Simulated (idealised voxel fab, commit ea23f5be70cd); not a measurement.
process module | voxel air gaps
Section shown: cut. Width: 210 nm. Cell size: 5 nm, square.
Just so we're on the same page, the cross-sections are grids of square cells, and they're listed out in bands top to bottom, each band one or more rows deep.
Each band's line starts with the height of the band's top and of its bottom, in nm. Then come its materials from left to right, each with its width in nm. One material with "everywhere" fills the band from edge to edge. "empty" is empty space.
A quick word on heights: they are counted from 0, and under that level the wafer as it came to us is one material throughout. The lowest band is different from the rest in having no bottom; it simply continues downward, written as in "0 and below".
It should be noted that a width expressed as "30->40" varies in equal increments from row to row of cells within the band, taking the value of the first number at the top row and that of the second number at the bottom row.
Any step labelled "nothing different" changed none of the cells in the cross-section.
The list in "Voids, enclosed" covers empty spaces of 8 cells or more that cannot reach the top through any open way, and it gives each as width x height at distance; the distance is from the left edge, and width, height and distance are in nm.
after a step's settings: what the simulator itself notes on the step
On any step carrying a mask, the "overlay nm" setting, if present on the step's line, tells how far right of its planned place the mask lay; negative values point to the left.

# Set out below are the planned steps of the process
1. RECEIVE [material Si]
2. CONFORMAL_DEP [material SiO2] [thk nm 15]
3. CONFORMAL_DEP [material SiCN] [thk nm 5]
4. DIRECTIONAL_DEP [material SiO2] [thk nm 30]
5. DIRECTIONAL_DEP [material aC] [thk nm 10]
6. PATTERN [tone open] [mask id LINES] [material resist] [width nm 20] [pitch nm 50] [thk nm 30] [overlay nm 0]
7. DIRECTIONAL_ETCH [etch materials aC] [depth nm 10]
8. STRIP [etch materials resist]
9. DIRECTIONAL_ETCH [etch materials SiO2] [depth nm 30]
10. STRIP [etch materials aC]
11. CONFORMAL_DEP [material TiN] [thk nm 5]
12. FILL_DEP [material W] [thk nm 5]
13. CMP [height nm 50]
14. EPI [material Ru] [thk nm 10]
15. SELECTIVE_ETCH [etch materials SiO2] [depth nm 40]
16. CONFORMAL_DEP [material SiCN] [thk nm 5]

# Step 1 complete: cross-section of the wafer as received
0 and below: Si everywhere
Voids, enclosed: none

# Cross-section, first of two wafers, end of module, run as planned
65 down to 60: 5 nm empty | 200 nm SiCN | 5 nm empty
60 down to 50: 5 nm empty | 5 nm SiCN | 40 nm Ru | 10 nm SiCN | 40 nm Ru | 10 nm SiCN | 40 nm Ru | 10 nm SiCN | 40 nm Ru | 5 nm SiCN | 5 nm empty
50 down to 45: 5 nm empty | 15 nm SiCN | 5 nm TiN | 10 nm W | 5 nm TiN | 30 nm SiCN | 5 nm TiN | 10 nm W | 5 nm TiN | 30 nm SiCN | 5 nm TiN | 10 nm W | 5 nm TiN | 30 nm SiCN | 5 nm TiN | 10 nm W | 5 nm TiN | 15 nm SiCN | 5 nm empty
45 down to 25: 15 nm empty | 5 nm SiCN | 5 nm TiN | 10 nm W | 5 nm TiN | 5 nm SiCN | 20 nm empty | 5 nm SiCN | 5 nm TiN | 10 nm W | 5 nm TiN | 5 nm SiCN | 20 nm empty | 5 nm SiCN | 5 nm TiN | 10 nm W | 5 nm TiN | 5 nm SiCN | 20 nm empty | 5 nm SiCN | 5 nm TiN | 10 nm W | 5 nm TiN | 5 nm SiCN | 15 nm empty
25 down to 20: 20 nm SiCN | 20 nm TiN | 30 nm SiCN | 20 nm TiN | 30 nm SiCN | 20 nm TiN | 30 nm SiCN | 20 nm TiN | 20 nm SiCN
20 down to 15: SiCN everywhere
15 down to 0: SiO2 everywhere
0 and below: Si everywhere
Voids, enclosed: 20 x 20 at 45; 20 x 20 at 95; 20 x 20 at 145

# Second wafer cross-section at end of module - shared start and plan with the first, one mistake in the run
65 down to 60: SiCN everywhere
60 down to 50: Ru everywhere
50 down to 45: 25 nm TiN | 10 nm W | 40 nm TiN | 10 nm W | 40 nm TiN | 10 nm W | 40 nm TiN | 10 nm W | 25 nm TiN
45 down to 25: 20 nm SiO2 | 5 nm TiN | 10 nm W | 5 nm TiN | 30 nm SiO2 | 5 nm TiN | 10 nm W | 5 nm TiN | 30 nm SiO2 | 5 nm TiN | 10 nm W | 5 nm TiN | 30 nm SiO2 | 5 nm TiN | 10 nm W | 5 nm TiN | 20 nm SiO2
25 down to 20: 20 nm SiO2 | 20 nm TiN | 30 nm SiO2 | 20 nm TiN | 30 nm SiO2 | 20 nm TiN | 30 nm SiO2 | 20 nm TiN | 20 nm SiO2
20 down to 15: SiCN everywhere
15 down to 0: SiO2 everywhere
0 and below: Si everywhere
Voids, enclosed: none
Here's what went sideways: in deviation from the planned setting, step 4 was conducted as DIRECTIONAL_DEP [material SiO2] [thk nm 25]
Cell-count delta at end, second wafer over first, by material: Ru: 20 more | SiCN: 96 fewer | SiO2: 130 more | TiN: 26 more
Final observation: first wafer, 3 closed voids; second wafer, 0 closed voids.
